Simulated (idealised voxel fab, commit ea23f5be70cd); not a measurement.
Process module in this document: voxel fin reveal
The figure presents cross-section cut, which has a width of 285 nm and is divided into square cells with an edge length of 5 nm.
When this document writes out a cross-section, it uses a grid of square cells and lists it as bands, beginning at the top and moving down, with a band standing for one or more rows of cells. This entry defines a band. It first specifies the height of the band's top and the height of its bottom in nm, and then specifies the band's materials from left to right, stating each material with its width in nm. The word "throughout" identifies a single material that fills the band from edge to edge, while the word "air" identifies empty space. Height reference: 0 = level under which incoming wafer is all one material. Lowest band: no bottom, runs on downward, e.g. "z 0 and below". With a width like "30 to 40", each row of cells in the band differs from the next by the same amount, the top row carrying the first number and the bottom row the second. Reading "no alterations made" for a step: not a cell of the cross-section changed in it. The list in "Cavities, closed" covers empty spaces of 8 cells or more that cannot reach the top through any open way, and it gives each as width x height at distance; the distance is from the left edge, and width, height and distance are in nm. Text after the settings on a step's line: the simulator's own remark on that step. "overlay nm" on a masked step: distance the mask lay right of its planned place, negative for left.
# Process steps (planned)
1: RECEIVE [material Si]
2: CONFORMAL_DEP [material SiN] [thk nm 10]
3: MASKED_ETCH [tone cover] [mask id FINS] [width nm 15] [pitch nm 35] [etch materials SiN] [depth nm 10] [overlay nm 0]
4: MASKED_ETCH [tone cover] [mask id FINS] [width nm 15] [pitch nm 35] [etch materials Si] [depth nm 30] [overlay nm 0]
5: OXIDIZE [depth nm 5]
6: FILL_DEP [material SiO2] [thk nm 15]
7: CMP [height nm 10]
8: SELECTIVE_ETCH [etch materials SiO2] [depth nm 20]
9: STRIP [etch materials SiN]
10: CONFORMAL_DEP [material SiO2] [thk nm 5]
# Cross-section of the incoming wafer, state after step 1
- z 0 and below  Si throughout
- Cavities, closed: none
# End-of-module cross-section of the first of two wafers, processed as planned
- z 5 to 0  air 80 nm | SiO2 15 nm | air 20 nm | SiO2 15 nm | air 20 nm | SiO2 15 nm | air 20 nm | SiO2 15 nm | air 85 nm
- z 0 to -5  air 80 nm | SiO2 5 nm | Si 5 nm | SiO2 5 nm | air 20 nm | SiO2 5 nm | Si 5 nm | SiO2 5 nm | air 20 nm | SiO2 5 nm | Si 5 nm | SiO2 5 nm | air 20 nm | SiO2 5 nm | Si 5 nm | SiO2 5 nm | air 85 nm
- z -5 to -35  SiO2 85 nm | Si 5 nm | SiO2 30 nm | Si 5 nm | SiO2 30 nm | Si 5 nm | SiO2 30 nm | Si 5 nm | SiO2 90 nm
- z -35 and below  Si throughout
- Cavities, closed: none
# Second wafer cross-section at end of module - shared start and plan with the first, one mistake in the run
- z 5 to 0  air 80 nm | SiN 15 nm | air 20 nm | SiN 15 nm | air 20 nm | SiN 15 nm | air 20 nm | SiN 15 nm | air 85 nm
- z 0 to -5  air 80 nm | SiN 5 nm | Si 5 nm | SiN 5 nm | air 20 nm | SiN 5 nm | Si 5 nm | SiN 5 nm | air 20 nm | SiN 5 nm | Si 5 nm | SiN 5 nm | air 20 nm | SiN 5 nm | Si 5 nm | SiN 5 nm | air 85 nm
- z -5 to -10  SiN 85 nm | Si 5 nm | SiN 30 nm | Si 5 nm | SiN 30 nm | Si 5 nm | SiN 30 nm | Si 5 nm | SiN 90 nm
- z -10 to -35  SiO2 85 nm | Si 5 nm | SiO2 30 nm | Si 5 nm | SiO2 30 nm | Si 5 nm | SiO2 30 nm | Si 5 nm | SiO2 90 nm
- z -35 and below  Si throughout
- Cavities, closed: none
Short version of what went wrong: step 10 did not happen as planned, as run it was CONFORMAL_DEP [material SiN] [thk nm 5]
At the finish, the second wafer shows more or fewer cells for some materials than the first does: SiN +73 | SiO2 -73
